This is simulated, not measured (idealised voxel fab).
process module | voxel double patterning
cross-section cut | 210 nm wide | cells 5 nm
A cross-section is a grid of square cells, given in bands from the top down. A band is one or more rows of cells.
Each band's line starts with the height of the band's top and of its bottom, in nm. Then come its materials from left to right, each with its width in nm. One material with "throughout" fills the band from edge to edge. "air" is empty space.
Height 0 is the level under which the wafer as received is all one material. The lowest band goes on downwards, as in "0 down".
A width such as "30 to 40" changes by the same amount from each row of cells to the next, from the band's top row to its bottom row.
"no change" after a step means that no cell of the cross-section changed.
closed voids: empty space of 8 cells or more with no open way to the top, each as width x height at its distance from the left edge, in nm
after a step's settings: what the simulator itself notes on the step
overlay nm, on a step with a mask: how far to the right of its planned place the mask lay; to the left if negative
plan
1 op RECEIVE | material Si
2 op CONFORMAL_DEP | material SiO2 | thk nm 10
3 op DIRECTIONAL_DEP | material polySi | thk nm 10
4 op DIRECTIONAL_DEP | material SiN | thk nm 10
5 op DIRECTIONAL_DEP | material aC | thk nm 10
6 op PATTERN | tone open | mask id FIRST | material resist | width nm 15 | pitch nm 50 | thk nm 25 | overlay nm 0
7 op DIRECTIONAL_ETCH | etch materials aC | depth nm 10
8 op STRIP | etch materials resist
9 op DIRECTIONAL_ETCH | etch materials SiN | depth nm 10
10 op STRIP | etch materials aC
11 op MASKED_ETCH | tone open | mask id SECOND | width nm 15 | pitch nm 50 | etch materials SiN | depth nm 10 | overlay nm 0
12 op DIRECTIONAL_ETCH | etch materials polySi | depth nm 10
13 op STRIP | etch materials SiN
varied across the wafers: width nm of step 11. The plan shows the first wafer's value. All wafers start alike
first wafer as received, after step 1
  0 down: Si throughout
  closed voids: none
first wafer at the end, after step 13
  20 to 10: polySi 45 | air 15 | polySi 10 | air 15 | polySi 10 | air 15 | polySi 10 | air 15 | polySi 10 | air 15 | polySi 50
  10 to 0: SiO2 throughout
  0 down: Si throughout
  closed voids: none
last wafer at the end
  20 to 10: polySi 45 | air 15 | polySi 5 | air 45 | polySi 5 | air 45 | polySi 50
  10 to 0: SiO2 throughout
  0 down: Si throughout
  closed voids: none
each wafer at the end: cells of each material gained (+) or lost (-) since it was received, then its closed voids
width nm 15 | +84 SiO2 | +54 polySi | closed voids: none
width nm 20 | +84 SiO2 | +50 polySi | closed voids: none
width nm 25 | +84 SiO2 | +46 polySi | closed voids: none
width nm 30 | +84 SiO2 | +42 polySi | closed voids: none
